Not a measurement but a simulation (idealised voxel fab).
The document below concerns the process module designated voxel capacitor over wiring.
Shown is cross-section cut, with a width of 210 nm and square cells of size 5 nm.
Think of the cross-section as a grid of square cells. We describe it in bands, top to bottom, and each band covers one or more rows of those cells. Within each band entry, the heights of the top and of the bottom of the band appear first, in that order and in nm; the materials of the band then follow from left to right, each with its corresponding width in nm. The designation "everywhere" on a single material indicates that it fills the band from edge to edge; the designation "empty" indicates empty space. Below 0: as-received wafer, all one material; heights counted from there. Lowest band: no bottom, goes on down, written "0 and below". A two-number width, for instance "30->40", indicates that the width is equal to the first number in the top row of the band and to the second number in the bottom row, and that it changes by a constant amount per row of cells. "no change" (step): cross-section cells unchanged, all of them. If an empty space has no open way to the top and is at least 8 cells in size, "Enclosed void list" lists it, written width x height at distance, where distance is measured from the left edge and every value is in nm. Past the settings on a step's line: simulator remark, on that step. "overlay nm" denotes, for a step that has a mask, the displacement of the mask to the right of its planned place, with negative values corresponding to the left. Layout of what follows: cross-section pairs, each bracketing one process step, the after cross-section shown only to the lowest band that changed, the step between and its settings noted under each pair. Pairs may originate in different runs of this module on the same starting wafer; a pair continues from the pair above only where its entry headed "State before step" says so.

[State before step]
> 0 and below  Si everywhere
> Enclosed void list: none

[Step Outcome]
> 10 down to 0  SiO2 everywhere
> Beneath the level 0, the cross-section is identical to its previous state.
> Enclosed void list: none
The cross-sections above show the structure before and after this step: CONFORMAL_DEP with material SiO2, thk nm 10

State before step: after-step cross-section of the pair just above applies.

[Step Outcome]
> 15 down to 10  SiCN everywhere
> Beneath the level 10, the cross-section is identical to its previous state.
> Enclosed void list: none
The cross-sections above show the structure before and after this step: CONFORMAL_DEP with material SiCN, thk nm 5

State before step: after-step cross-section of the pair just above applies.

[Step Outcome]
> 30 down to 15  SiO2 everywhere
> Beneath the level 15, the cross-section is identical to its previous state.
> Enclosed void list: none
The cross-sections above show the structure before and after this step: DIRECTIONAL_DEP with material SiO2, thk nm 15

State before step: after-step cross-section of the pair just above applies.

[Step Outcome]
> 50 down to 30  resist 40 nm  empty 30 nm  resist 65 nm  empty 30 nm  resist 45 nm
> Beneath the level 30, the cross-section is identical to its previous state.
> Enclosed void list: none
The cross-sections above show the structure before and after this step: PATTERN with tone open, mask id METAL_1, material resist, width nm 30, pitch nm 95, thk nm 20, overlay nm 0

State before step: after-step cross-section of the pair just above applies.

[Step Outcome]
> 50 down to 30  resist 40 nm  empty 30 nm  resist 65 nm  empty 30 nm  resist 45 nm
> 30 down to 15  SiO2 40 nm  empty 30 nm  SiO2 65 nm  empty 30 nm  SiO2 45 nm
> Beneath the level 15, the cross-section is identical to its previous state.
> Enclosed void list: none
The cross-sections above show the structure before and after this step: DIRECTIONAL_ETCH with etch materials SiO2, depth nm 15

State before step: after-step cross-section of the pair just above applies.

[Step Outcome]
> 50 down to 30  resist 40 nm  empty 30 nm  resist 65 nm  empty 30 nm  resist 45 nm
> 30 down to 15  SiO2 40 nm  empty 30 nm  SiO2 65 nm  empty 30 nm  SiO2 45 nm
> 15 down to 10  SiCN 40 nm  empty 30 nm  SiCN 65 nm  empty 30 nm  SiCN 45 nm
> Beneath the level 10, the cross-section is identical to its previous state.
> Enclosed void list: none
The cross-sections above show the structure before and after this step: DIRECTIONAL_ETCH with etch materials SiCN, depth nm 5

State before step: after-step cross-section of the pair just above applies.

[Step Outcome]
> 30 down to 15  SiO2 40 nm  empty 30 nm  SiO2 65 nm  empty 30 nm  SiO2 45 nm
> Beneath the level 15, the cross-section is identical to its previous state.
> Enclosed void list: none
The cross-sections above show the structure before and after this step: STRIP with etch materials resist

State before step: after-step cross-section of the pair just above applies.

[Step Outcome]
> 35 down to 30  TiN 45 nm  empty 20 nm  TiN 75 nm  empty 20 nm  TiN 50 nm
> 30 down to 15  SiO2 40 nm  TiN 5 nm  empty 20 nm  TiN 5 nm  SiO2 65 nm  TiN 5 nm  empty 20 nm  TiN 5 nm  SiO2 45 nm
> 15 down to 10  SiCN 40 nm  TiN 30 nm  SiCN 65 nm  TiN 30 nm  SiCN 45 nm
> Beneath the level 10, the cross-section is identical to its previous state.
> Enclosed void list: none
The cross-sections above show the structure before and after this step: CONFORMAL_DEP with material TiN, thk nm 5

State before step: after-step cross-section of the pair just above applies.

[Step Outcome]
> 40 down to 35  Cu everywhere
> 35 down to 30  TiN 45 nm  Cu 20 nm  TiN 75 nm  Cu 20 nm  TiN 50 nm
> 30 down to 15  SiO2 40 nm  TiN 5 nm  Cu 20 nm  TiN 5 nm  SiO2 65 nm  TiN 5 nm  Cu 20 nm  TiN 5 nm  SiO2 45 nm
> Beneath the level 15, the cross-section is identical to its previous state.
> Enclosed void list: none
The cross-sections above show the structure before and after this step: FILL_DEP with material Cu, thk nm 5

State before step: after-step cross-section of the pair just above applies.

[Step Outcome]
> 30 down to 15  SiO2 40 nm  TiN 5 nm  Cu 20 nm  TiN 5 nm  SiO2 65 nm  TiN 5 nm  Cu 20 nm  TiN 5 nm  SiO2 45 nm
> Beneath the level 15, the cross-section is identical to its previous state.
> Enclosed void list: none
The cross-sections above show the structure before and after this step: CMP with height nm 30

State before step: after-step cross-section of the pair just above applies.

[Step Outcome]
> 35 down to 30  SiCN everywhere
> Beneath the level 30, the cross-section is identical to its previous state.
> Enclosed void list: none
The cross-sections above show the structure before and after this step: CONFORMAL_DEP with material SiCN, thk nm 5

State before step: after-step cross-section of the pair just above applies.

[Step Outcome]
> 55 down to 35  lowk everywhere
> Beneath the level 35, the cross-section is identical to its previous state.
> Enclosed void list: none
The cross-sections above show the structure before and after this step: DIRECTIONAL_DEP with material lowk, thk nm 20

State before step: after-step cross-section of the pair just above applies.

[Step Outcome]
> 70 down to 55  resist 55 nm  empty 15 nm  resist 140 nm
> Beneath the level 55, the cross-section is identical to its previous state.
> Enclosed void list: none
The cross-sections above show the structure before and after this step: PATTERN with tone open, mask id PLUG_1, material resist, width nm 15, thk nm 15, overlay nm 0

State before step: after-step cross-section of the pair just above applies.

[Step Outcome]
> 70 down to 55  resist 55 nm  empty 15 nm  resist 140 nm
> 55 down to 35  lowk 55 nm  empty 15 nm  lowk 140 nm
> Beneath the level 35, the cross-section is identical to its previous state.
> Enclosed void list: none
The cross-sections above show the structure before and after this step: DIRECTIONAL_ETCH with etch materials lowk, depth nm 20

State before step: after-step cross-section of the pair just above applies.

[Step Outcome]
> 70 down to 55  resist 55 nm  empty 15 nm  resist 140 nm
> 55 down to 35  lowk 55 nm  empty 15 nm  lowk 140 nm
> 35 down to 30  SiCN 55 nm  empty 15 nm  SiCN 140 nm
> Beneath the level 30, the cross-section is identical to its previous state.
> Enclosed void list: none
The cross-sections above show the structure before and after this step: DIRECTIONAL_ETCH with etch materials SiCN, depth nm 5

State before step: after-step cross-section of the pair just above applies.

[Step Outcome]
> 55 down to 35  lowk 55 nm  empty 15 nm  lowk 140 nm
> Beneath the level 35, the cross-section is identical to its previous state.
> Enclosed void list: none
The cross-sections above show the structure before and after this step: STRIP with etch materials resist

State before step: after-step cross-section of the pair just above applies.

[Step Outcome]
> 55 down to 40  lowk 55 nm  empty 15 nm  lowk 140 nm
> 40 down to 35  lowk 55 nm  Ru 15 nm  lowk 140 nm
> 35 down to 30  SiCN 55 nm  Ru 15 nm  SiCN 140 nm
> Beneath the level 30, the cross-section is identical to its previous state.
> Enclosed void list: none
The cross-sections above show the structure before and after this step: EPI with material Ru, thk nm 10

State before step: after-step cross-section of the pair just above applies.

[Step Outcome]
> 55 down to 50  lowk 55 nm  empty 15 nm  lowk 140 nm
> 50 down to 35  lowk 55 nm  Ru 15 nm  lowk 140 nm
> Beneath the level 35, the cross-section is identical to its previous state.
> Enclosed void list: none
The cross-sections above show the structure before and after this step: EPI with material Ru, thk nm 10

State before step: after-step cross-section of the pair just above applies.

[Step Outcome]
> 55 down to 35  lowk 55 nm  Ru 15 nm  lowk 140 nm
> Beneath the level 35, the cross-section is identical to its previous state.
> Enclosed void list: none
The cross-sections above show the structure before and after this step: EPI with material Ru, thk nm 5

State before step: after-step cross-section of the pair just above applies.

[Step Outcome]
> 60 down to 55  TiN everywhere
> Beneath the level 55, the cross-section is identical to its previous state.
> Enclosed void list: none
The cross-sections above show the structure before and after this step: DIRECTIONAL_DEP with material TiN, thk nm 5

State before step: after-step cross-section of the pair just above applies.

[Step Outcome]
> 65 down to 60  HfO2 everywhere
> Beneath the level 60, the cross-section is identical to its previous state.
> Enclosed void list: none
The cross-sections above show the structure before and after this step: DIRECTIONAL_DEP with material HfO2, thk nm 5

State before step: after-step cross-section of the pair just above applies.

[Step Outcome]
> 70 down to 65  TiN everywhere
> Beneath the level 65, the cross-section is identical to its previous state.
> Enclosed void list: none
The cross-sections above show the structure before and after this step: DIRECTIONAL_DEP with material TiN, thk nm 5

State before step: after-step cross-section of the pair just above applies.

[Step Outcome]
> 70 down to 65  empty 55 nm  TiN 70 nm  empty 85 nm
> Beneath the level 65, the cross-section is identical to its previous state.
> Enclosed void list: none
The cross-sections above show the structure before and after this step: MASKED_ETCH with tone cover, mask id UPPER_PLATE, width nm 70, etch materials TiN, depth nm 5, overlay nm 0

State before step: after-step cross-section of the pair just above applies.

[Step Outcome]
> 70 down to 65  empty 55 nm  TiN 70 nm  empty 85 nm
> 65 down to 60  empty 55 nm  HfO2 70 nm  empty 85 nm
> Beneath the level 60, the cross-section is identical to its previous state.
> Enclosed void list: none
The cross-sections above show the structure before and after this step: MASKED_ETCH with tone cover, mask id UPPER_PLATE, width nm 70, etch materials HfO2, depth nm 5, overlay nm 0

State before step: after-step cross-section of the pair just above applies.

[Step Outcome]
> 70 down to 65  empty 55 nm  TiN 70 nm  empty 85 nm
> 65 down to 60  empty 55 nm  HfO2 70 nm  empty 85 nm
> 60 down to 55  empty 50 nm  TiN 80 nm  empty 80 nm
> Beneath the level 55, the cross-section is identical to its previous state.
> Enclosed void list: none
The cross-sections above show the structure before and after this step: MASKED_ETCH with tone cover, mask id LOWER_PLATE, width nm 80, etch materials TiN, depth nm 5, overlay nm 0

State before step: after-step cross-section of the pair just above applies.

[Step Outcome]
> 85 down to 70  SiO2 everywhere
> 70 down to 65  SiO2 55 nm  TiN 70 nm  SiO2 85 nm
> 65 down to 60  SiO2 55 nm  HfO2 70 nm  SiO2 85 nm
> 60 down to 55  SiO2 50 nm  TiN 80 nm  SiO2 80 nm
> Beneath the level 55, the cross-section is identical to its previous state.
> Enclosed void list: none
The cross-sections above show the structure before and after this step: FILL_DEP with material SiO2, thk nm 15

State before step: after-step cross-section of the pair just above applies.

[Step Outcome]
> 80 down to 70  SiO2 everywhere
> Beneath the level 70, the cross-section is identical to its previous state.
> Enclosed void list: none
The cross-sections above show the structure before and after this step: CMP with height nm 80

State before step: after-step cross-section of the pair just above applies.

[Step Outcome]
> 95 down to 80  aC everywhere
> Beneath the level 80, the cross-section is identical to its previous state.
> Enclosed void list: none
The cross-sections above show the structure before and after this step: DIRECTIONAL_DEP with material aC, thk nm 15

State before step: after-step cross-section of the pair just above applies.

[Step Outcome]
> 125 down to 95  resist 65 nm  empty 15 nm  resist 130 nm
> Beneath the level 95, the cross-section is identical to its previous state.
> Enclosed void list: none
The cross-sections above show the structure before and after this step: PATTERN with tone open, mask id PLUG_2, material resist, width nm 15, thk nm 30, overlay nm 0

State before step: after-step cross-section of the pair just above applies.

[Step Outcome]
> 110 down to 95  resist 65 nm  empty 15 nm  resist 130 nm
> 95 down to 80  aC 65 nm  empty 15 nm  aC 130 nm
> Beneath the level 80, the cross-section is identical to its previous state.
> Enclosed void list: none
The cross-sections above show the structure before and after this step: DIRECTIONAL_ETCH with etch materials aC, depth nm 15

State before step: after-step cross-section of the pair just above applies.

[Step Outcome]
> 95 down to 80  aC 65 nm  empty 15 nm  aC 130 nm
> Beneath the level 80, the cross-section is identical to its previous state.
> Enclosed void list: none
The cross-sections above show the structure before and after this step: STRIP with etch materials resist

State before step: after-step cross-section of the pair just above applies.

[Step Outcome]
> 95 down to 80  aC 65 nm  empty 15 nm  aC 130 nm
> 80 down to 70  SiO2 65 nm  empty 15 nm  SiO2 130 nm
> Beneath the level 70, the cross-section is identical to its previous state.
> Enclosed void list: none
The cross-sections above show the structure before and after this step: DIRECTIONAL_ETCH with etch materials SiO2, depth nm 10

State before step: after-step cross-section of the pair just above applies.

[Step Outcome]
> 80 down to 70  SiO2 65 nm  empty 15 nm  SiO2 130 nm
> Beneath the level 70, the cross-section is identical to its previous state.
> Enclosed void list: none
The cross-sections above show the structure before and after this step: STRIP with etch materials aC

State before step: after-step cross-section of the pair just above applies.

[Step Outcome]
> 85 down to 80  TiN 70 nm  empty 5 nm  TiN 135 nm
> 80 down to 75  SiO2 65 nm  TiN 5 nm  empty 5 nm  TiN 5 nm  SiO2 130 nm
> 75 down to 65  SiO2 65->55 nm  TiN 15->70 nm  SiO2 130->85 nm
> Beneath the level 65, the cross-section is identical to its previous state.
> Enclosed void list: none
The cross-sections above show the structure before and after this step: CONFORMAL_DEP with material TiN, thk nm 5

State before step: after-step cross-section of the pair just above applies.

[Step Outcome]
> 90 down to 85  W everywhere
> 85 down to 80  TiN 70 nm  W 5 nm  TiN 135 nm
> 80 down to 75  SiO2 65 nm  TiN 5 nm  W 5 nm  TiN 5 nm  SiO2 130 nm
> Beneath the level 75, the cross-section is identical to its previous state.
> Enclosed void list: none
The cross-sections above show the structure before and after this step: FILL_DEP with material W, thk nm 5

State before step: after-step cross-section of the pair just above applies.

[Step Outcome]
> 80 down to 75  SiO2 65 nm  TiN 5 nm  W 5 nm  TiN 5 nm  SiO2 130 nm
> Beneath the level 75, the cross-section is identical to its previous state.
> Enclosed void list: none
The cross-sections above show the structure before and after this step: CMP with height nm 80

State before step: after-step cross-section of the pair just above applies.

[Step Outcome]
> 85 down to 80  SiN everywhere
> Beneath the level 80, the cross-section is identical to its previous state.
> Enclosed void list: none
The cross-sections above show the structure before and after this step: CONFORMAL_DEP with material SiN, thk nm 5

[State before step]
> 0 and below  Si everywhere
> Enclosed void list: none

[Step Outcome]
> 5 down to 0  SiCN everywhere
> Beneath the level 0, the cross-section is identical to its previous state.
> Enclosed void list: none
The cross-sections above show the structure before and after this step: CONFORMAL_DEP with material SiCN, thk nm 5

State before step: after-step cross-section of the pair just above applies.

[Step Outcome]
> 20 down to 5  SiO2 everywhere
> Beneath the level 5, the cross-section is identical to its previous state.
> Enclosed void list: none
The cross-sections above show the structure before and after this step: DIRECTIONAL_DEP with material SiO2, thk nm 15

State before step: after-step cross-section of the pair just above applies.

[Step Outcome]
> 40 down to 20  resist 40 nm  empty 30 nm  resist 65 nm  empty 30 nm  resist 45 nm
> Beneath the level 20, the cross-section is identical to its previous state.
> Enclosed void list: none
The cross-sections above show the structure before and after this step: PATTERN with tone open, mask id METAL_1, material resist, width nm 30, pitch nm 95, thk nm 20, overlay nm 0

State before step: after-step cross-section of the pair just above applies.

[Step Outcome]
> 40 down to 20  resist 40 nm  empty 30 nm  resist 65 nm  empty 30 nm  resist 45 nm
> 20 down to 5  SiO2 40 nm  empty 30 nm  SiO2 65 nm  empty 30 nm  SiO2 45 nm
> Beneath the level 5, the cross-section is identical to its previous state.
> Enclosed void list: none
The cross-sections above show the structure before and after this step: DIRECTIONAL_ETCH with etch materials SiO2, depth nm 15

State before step: after-step cross-section of the pair just above applies.

[Step Outcome]
> 40 down to 20  resist 40 nm  empty 30 nm  resist 65 nm  empty 30 nm  resist 45 nm
> 20 down to 5  SiO2 40 nm  empty 30 nm  SiO2 65 nm  empty 30 nm  SiO2 45 nm
> 5 down to 0  SiCN 40 nm  empty 30 nm  SiCN 65 nm  empty 30 nm  SiCN 45 nm
> Beneath the level 0, the cross-section is identical to its previous state.
> Enclosed void list: none
The cross-sections above show the structure before and after this step: DIRECTIONAL_ETCH with etch materials SiCN, depth nm 5

State before step: after-step cross-section of the pair just above applies.

[Step Outcome]
> 20 down to 5  SiO2 40 nm  empty 30 nm  SiO2 65 nm  empty 30 nm  SiO2 45 nm
> Beneath the level 5, the cross-section is identical to its previous state.
> Enclosed void list: none
The cross-sections above show the structure before and after this step: STRIP with etch materials resist

State before step: after-step cross-section of the pair just above applies.

[Step Outcome]
> 25 down to 20  TiN 45 nm  empty 20 nm  TiN 75 nm  empty 20 nm  TiN 50 nm
> 20 down to 5  SiO2 40 nm  TiN 5 nm  empty 20 nm  TiN 5 nm  SiO2 65 nm  TiN 5 nm  empty 20 nm  TiN 5 nm  SiO2 45 nm
> 5 down to 0  SiCN 40 nm  TiN 30 nm  SiCN 65 nm  TiN 30 nm  SiCN 45 nm
> Beneath the level 0, the cross-section is identical to its previous state.
> Enclosed void list: none
The cross-sections above show the structure before and after this step: CONFORMAL_DEP with material TiN, thk nm 5

State before step: after-step cross-section of the pair just above applies.

[Step Outcome]
> 30 down to 25  Cu everywhere
> 25 down to 20  TiN 45 nm  Cu 20 nm  TiN 75 nm  Cu 20 nm  TiN 50 nm
> 20 down to 5  SiO2 40 nm  TiN 5 nm  Cu 20 nm  TiN 5 nm  SiO2 65 nm  TiN 5 nm  Cu 20 nm  TiN 5 nm  SiO2 45 nm
> Beneath the level 5, the cross-section is identical to its previous state.
> Enclosed void list: none
The cross-sections above show the structure before and after this step: FILL_DEP with material Cu, thk nm 5

State before step: after-step cross-section of the pair just above applies.

[Step Outcome]
> 35 down to 30  SiCN everywhere
> Beneath the level 30, the cross-section is identical to its previous state.
> Enclosed void list: none
The cross-sections above show the structure before and after this step: CONFORMAL_DEP with material SiCN, thk nm 5

State before step: after-step cross-section of the pair just above applies.

[Step Outcome]
> 55 down to 35  lowk everywhere
> Beneath the level 35, the cross-section is identical to its previous state.
> Enclosed void list: none
The cross-sections above show the structure before and after this step: DIRECTIONAL_DEP with material lowk, thk nm 20

State before step: after-step cross-section of the pair just above applies.

[Step Outcome]
> 70 down to 55  resist 55 nm  empty 15 nm  resist 140 nm
> Beneath the level 55, the cross-section is identical to its previous state.
> Enclosed void list: none
The cross-sections above show the structure before and after this step: PATTERN with tone open, mask id PLUG_1, material resist, width nm 15, thk nm 15, overlay nm 0

State before step: after-step cross-section of the pair just above applies.

[Step Outcome]
> 70 down to 55  resist 55 nm  empty 15 nm  resist 140 nm
> 55 down to 35  lowk 55 nm  empty 15 nm  lowk 140 nm
> Beneath the level 35, the cross-section is identical to its previous state.
> Enclosed void list: none
The cross-sections above show the structure before and after this step: DIRECTIONAL_ETCH with etch materials lowk, depth nm 20

State before step: after-step cross-section of the pair just above applies.

[Step Outcome]
> 70 down to 55  resist 55 nm  empty 15 nm  resist 140 nm
> 55 down to 35  lowk 55 nm  empty 15 nm  lowk 140 nm
> 35 down to 30  SiCN 55 nm  empty 15 nm  SiCN 140 nm
> Beneath the level 30, the cross-section is identical to its previous state.
> Enclosed void list: none
The cross-sections above show the structure before and after this step: DIRECTIONAL_ETCH with etch materials SiCN, depth nm 5

State before step: after-step cross-section of the pair just above applies.

[Step Outcome]
> 55 down to 35  lowk 55 nm  empty 15 nm  lowk 140 nm
> Beneath the level 35, the cross-section is identical to its previous state.
> Enclosed void list: none
The cross-sections above show the structure before and after this step: STRIP with etch materials resist

State before step: after-step cross-section of the pair just above applies.

[Step Outcome]
> 55 down to 40  lowk 55 nm  empty 15 nm  lowk 140 nm
> 40 down to 35  lowk 55 nm  Ru 15 nm  lowk 140 nm
> 35 down to 30  SiCN 55 nm  Ru 15 nm  SiCN 140 nm
> Beneath the level 30, the cross-section is identical to its previous state.
> Enclosed void list: none
The cross-sections above show the structure before and after this step: EPI with material Ru, thk nm 10

State before step: after-step cross-section of the pair just above applies.

[Step Outcome]
> 55 down to 50  lowk 55 nm  empty 15 nm  lowk 140 nm
> 50 down to 35  lowk 55 nm  Ru 15 nm  lowk 140 nm
> Beneath the level 35, the cross-section is identical to its previous state.
> Enclosed void list: none
The cross-sections above show the structure before and after this step: EPI with material Ru, thk nm 10

State before step: after-step cross-section of the pair just above applies.

[Step Outcome]
> 55 down to 35  lowk 55 nm  Ru 15 nm  lowk 140 nm
> Beneath the level 35, the cross-section is identical to its previous state.
> Enclosed void list: none
The cross-sections above show the structure before and after this step: EPI with material Ru, thk nm 5

State before step: after-step cross-section of the pair just above applies.

[Step Outcome]
> 60 down to 55  TiN everywhere
> Beneath the level 55, the cross-section is identical to its previous state.
> Enclosed void list: none
The cross-sections above show the structure before and after this step: DIRECTIONAL_DEP with material TiN, thk nm 5

State before step: after-step cross-section of the pair just above applies.

[Step Outcome]
> 65 down to 60  HfO2 everywhere
> Beneath the level 60, the cross-section is identical to its previous state.
> Enclosed void list: none
The cross-sections above show the structure before and after this step: DIRECTIONAL_DEP with material HfO2, thk nm 5

State before step: after-step cross-section of the pair just above applies.

[Step Outcome]
> 70 down to 65  TiN everywhere
> Beneath the level 65, the cross-section is identical to its previous state.
> Enclosed void list: none
The cross-sections above show the structure before and after this step: DIRECTIONAL_DEP with material TiN, thk nm 5

State before step: after-step cross-section of the pair just above applies.

[Step Outcome]
> 70 down to 65  empty 55 nm  TiN 70 nm  empty 85 nm
> Beneath the level 65, the cross-section is identical to its previous state.
> Enclosed void list: none
The cross-sections above show the structure before and after this step: MASKED_ETCH with tone cover, mask id UPPER_PLATE, width nm 70, etch materials TiN, depth nm 5, overlay nm 0

State before step: after-step cross-section of the pair just above applies.

[Step Outcome]
> 70 down to 65  empty 55 nm  TiN 70 nm  empty 85 nm
> 65 down to 60  empty 55 nm  HfO2 70 nm  empty 85 nm
> Beneath the level 60, the cross-section is identical to its previous state.
> Enclosed void list: none
The cross-sections above show the structure before and after this step: MASKED_ETCH with tone cover, mask id UPPER_PLATE, width nm 70, etch materials HfO2, depth nm 5, overlay nm 0

State before step: after-step cross-section of the pair just above applies.

[Step Outcome]
> 70 down to 65  empty 55 nm  TiN 70 nm  empty 85 nm
> 65 down to 60  empty 55 nm  HfO2 70 nm  empty 85 nm
> 60 down to 55  empty 50 nm  TiN 80 nm  empty 80 nm
> Beneath the level 55, the cross-section is identical to its previous state.
> Enclosed void list: none
The cross-sections above show the structure before and after this step: MASKED_ETCH with tone cover, mask id LOWER_PLATE, width nm 80, etch materials TiN, depth nm 5, overlay nm 0

State before step: after-step cross-section of the pair just above applies.

[Step Outcome]
> 85 down to 70  SiO2 everywhere
> 70 down to 65  SiO2 55 nm  TiN 70 nm  SiO2 85 nm
> 65 down to 60  SiO2 55 nm  HfO2 70 nm  SiO2 85 nm
> 60 down to 55  SiO2 50 nm  TiN 80 nm  SiO2 80 nm
> Beneath the level 55, the cross-section is identical to its previous state.
> Enclosed void list: none
The cross-sections above show the structure before and after this step: FILL_DEP with material SiO2, thk nm 15

State before step: after-step cross-section of the pair just above applies.

[Step Outcome]
> 80 down to 70  SiO2 everywhere
> Beneath the level 70, the cross-section is identical to its previous state.
> Enclosed void list: none
The cross-sections above show the structure before and after this step: CMP with height nm 80

State before step: after-step cross-section of the pair just above applies.

[Step Outcome]
> 95 down to 80  aC everywhere
> Beneath the level 80, the cross-section is identical to its previous state.
> Enclosed void list: none
The cross-sections above show the structure before and after this step: DIRECTIONAL_DEP with material aC, thk nm 15

State before step: after-step cross-section of the pair just above applies.

[Step Outcome]
> 125 down to 95  resist 65 nm  empty 15 nm  resist 130 nm
> Beneath the level 95, the cross-section is identical to its previous state.
> Enclosed void list: none
The cross-sections above show the structure before and after this step: PATTERN with tone open, mask id PLUG_2, material resist, width nm 15, thk nm 30, overlay nm 0

State before step: after-step cross-section of the pair just above applies.

[Step Outcome]
> 110 down to 95  resist 65 nm  empty 15 nm  resist 130 nm
> 95 down to 80  aC 65 nm  empty 15 nm  aC 130 nm
> Beneath the level 80, the cross-section is identical to its previous state.
> Enclosed void list: none
The cross-sections above show the structure before and after this step: DIRECTIONAL_ETCH with etch materials aC, depth nm 15

State before step: after-step cross-section of the pair just above applies.

[Step Outcome]
> 95 down to 80  aC 65 nm  empty 15 nm  aC 130 nm
> Beneath the level 80, the cross-section is identical to its previous state.
> Enclosed void list: none
The cross-sections above show the structure before and after this step: STRIP with etch materials resist

State before step: after-step cross-section of the pair just above applies.

[Step Outcome]
> 95 down to 80  aC 65 nm  empty 15 nm  aC 130 nm
> 80 down to 70  SiO2 65 nm  empty 15 nm  SiO2 130 nm
> Beneath the level 70, the cross-section is identical to its previous state.
> Enclosed void list: none
The cross-sections above show the structure before and after this step: DIRECTIONAL_ETCH with etch materials SiO2, depth nm 10

State before step: after-step cross-section of the pair just above applies.

[Step Outcome]
> 80 down to 70  SiO2 65 nm  empty 15 nm  SiO2 130 nm
> Beneath the level 70, the cross-section is identical to its previous state.
> Enclosed void list: none
The cross-sections above show the structure before and after this step: STRIP with etch materials aC

State before step: after-step cross-section of the pair just above applies.

[Step Outcome]
> 85 down to 80  TiN 70 nm  empty 5 nm  TiN 135 nm
> 80 down to 75  SiO2 65 nm  TiN 5 nm  empty 5 nm  TiN 5 nm  SiO2 130 nm
> 75 down to 65  SiO2 65->55 nm  TiN 15->70 nm  SiO2 130->85 nm
> Beneath the level 65, the cross-section is identical to its previous state.
> Enclosed void list: none
The cross-sections above show the structure before and after this step: CONFORMAL_DEP with material TiN, thk nm 5

State before step: after-step cross-section of the pair just above applies.

[Step Outcome]
> 90 down to 85  W everywhere
> 85 down to 80  TiN 70 nm  W 5 nm  TiN 135 nm
> 80 down to 75  SiO2 65 nm  TiN 5 nm  W 5 nm  TiN 5 nm  SiO2 130 nm
> Beneath the level 75, the cross-section is identical to its previous state.
> Enclosed void list: none
The cross-sections above show the structure before and after this step: FILL_DEP with material W, thk nm 5

State before step: after-step cross-section of the pair just above applies.

[Step Outcome]
> 80 down to 75  SiO2 65 nm  TiN 5 nm  W 5 nm  TiN 5 nm  SiO2 130 nm
> Beneath the level 75, the cross-section is identical to its previous state.
> Enclosed void list: none
The cross-sections above show the structure before and after this step: CMP with height nm 80

State before step: after-step cross-section of the pair just above applies.

[Step Outcome]
> 85 down to 80  SiN everywhere
> Beneath the level 80, the cross-section is identical to its previous state.
> Enclosed void list: none
The cross-sections above show the structure before and after this step: CONFORMAL_DEP with material SiN, thk nm 5

[State before step]
> 55 down to 35  lowk everywhere
> 35 down to 30  SiCN everywhere
> 30 down to 15  SiO2 40 nm  TiN 5 nm  Cu 20 nm  TiN 5 nm  SiO2 65 nm  TiN 5 nm  Cu 20 nm  TiN 5 nm  SiO2 45 nm
> 15 down to 10  SiCN 40 nm  TiN 30 nm  SiCN 65 nm  TiN 30 nm  SiCN 45 nm
> 10 down to 0  SiO2 everywhere
> 0 and below  Si everywhere
> Enclosed void list: none

[Step Outcome]
> 75 down to 35  lowk everywhere
> Beneath the level 35, the cross-section is identical to its previous state.
> Enclosed void list: none
The cross-sections above show the structure before and after this step: DIRECTIONAL_DEP with material lowk, thk nm 20

State before step: after-step cross-section of the pair just above applies.

[Step Outcome]
> 90 down to 75  resist 55 nm  empty 15 nm  resist 140 nm
> Beneath the level 75, the cross-section is identical to its previous state.
> Enclosed void list: none
The cross-sections above show the structure before and after this step: PATTERN with tone open, mask id PLUG_1, material resist, width nm 15, thk nm 15, overlay nm 0

State before step: after-step cross-section of the pair just above applies.

[Step Outcome]
> 90 down to 75  resist 55 nm  empty 15 nm  resist 140 nm
> 75 down to 55  lowk 55 nm  empty 15 nm  lowk 140 nm
> Beneath the level 55, the cross-section is identical to its previous state.
> Enclosed void list: none
The cross-sections above show the structure before and after this step: DIRECTIONAL_ETCH with etch materials lowk, depth nm 20

State before step: after-step cross-section of the pair just above applies.

[Step Outcome]
> 75 down to 55  lowk 55 nm  empty 15 nm  lowk 140 nm
> Beneath the level 55, the cross-section is identical to its previous state.
> Enclosed void list: none
The cross-sections above show the structure before and after this step: STRIP with etch materials resist

State before step: after-step cross-section of the pair just above applies.

[Step Outcome]
> 80 down to 75  TiN 55 nm  empty 15 nm  TiN 140 nm
> 75 down to 60  lowk 55 nm  empty 15 nm  lowk 140 nm
> 60 down to 55  lowk 55 nm  TiN 15 nm  lowk 140 nm
> Beneath the level 55, the cross-section is identical to its previous state.
> Enclosed void list: none
The cross-sections above show the structure before and after this step: DIRECTIONAL_DEP with material TiN, thk nm 5

State before step: after-step cross-section of the pair just above applies.

[Step Outcome]
> 85 down to 80  HfO2 55 nm  empty 15 nm  HfO2 140 nm
> 80 down to 75  TiN 55 nm  empty 15 nm  TiN 140 nm
> 75 down to 65  lowk 55 nm  empty 15 nm  lowk 140 nm
> 65 down to 60  lowk 55 nm  HfO2 15 nm  lowk 140 nm
> Beneath the level 60, the cross-section is identical to its previous state.
> Enclosed void list: none
The cross-sections above show the structure before and after this step: DIRECTIONAL_DEP with material HfO2, thk nm 5

State before step: after-step cross-section of the pair just above applies.

[Step Outcome]
> 90 down to 85  TiN 55 nm  empty 15 nm  TiN 140 nm
> 85 down to 80  HfO2 55 nm  empty 15 nm  HfO2 140 nm
> 80 down to 75  TiN 55 nm  empty 15 nm  TiN 140 nm
> 75 down to 70  lowk 55 nm  empty 15 nm  lowk 140 nm
> 70 down to 65  lowk 55 nm  TiN 15 nm  lowk 140 nm
> Beneath the level 65, the cross-section is identical to its previous state.
> Enclosed void list: none
The cross-sections above show the structure before and after this step: DIRECTIONAL_DEP with material TiN, thk nm 5

State before step: after-step cross-section of the pair just above applies.

[Step Outcome]
> 90 down to 85  empty 70 nm  TiN 55 nm  empty 85 nm
> Beneath the level 85, the cross-section is identical to its previous state.
> Enclosed void list: none
The cross-sections above show the structure before and after this step: MASKED_ETCH with tone cover, mask id UPPER_PLATE, width nm 70, etch materials TiN, depth nm 5, overlay nm 0

State before step: after-step cross-section of the pair just above applies.

[Step Outcome]
> 90 down to 85  empty 70 nm  TiN 55 nm  empty 85 nm
> 85 down to 80  empty 70 nm  HfO2 55 nm  empty 85 nm
> Beneath the level 80, the cross-section is identical to its previous state.
> Enclosed void list: none
The cross-sections above show the structure before and after this step: MASKED_ETCH with tone cover, mask id UPPER_PLATE, width nm 70, etch materials HfO2, depth nm 5, overlay nm 0
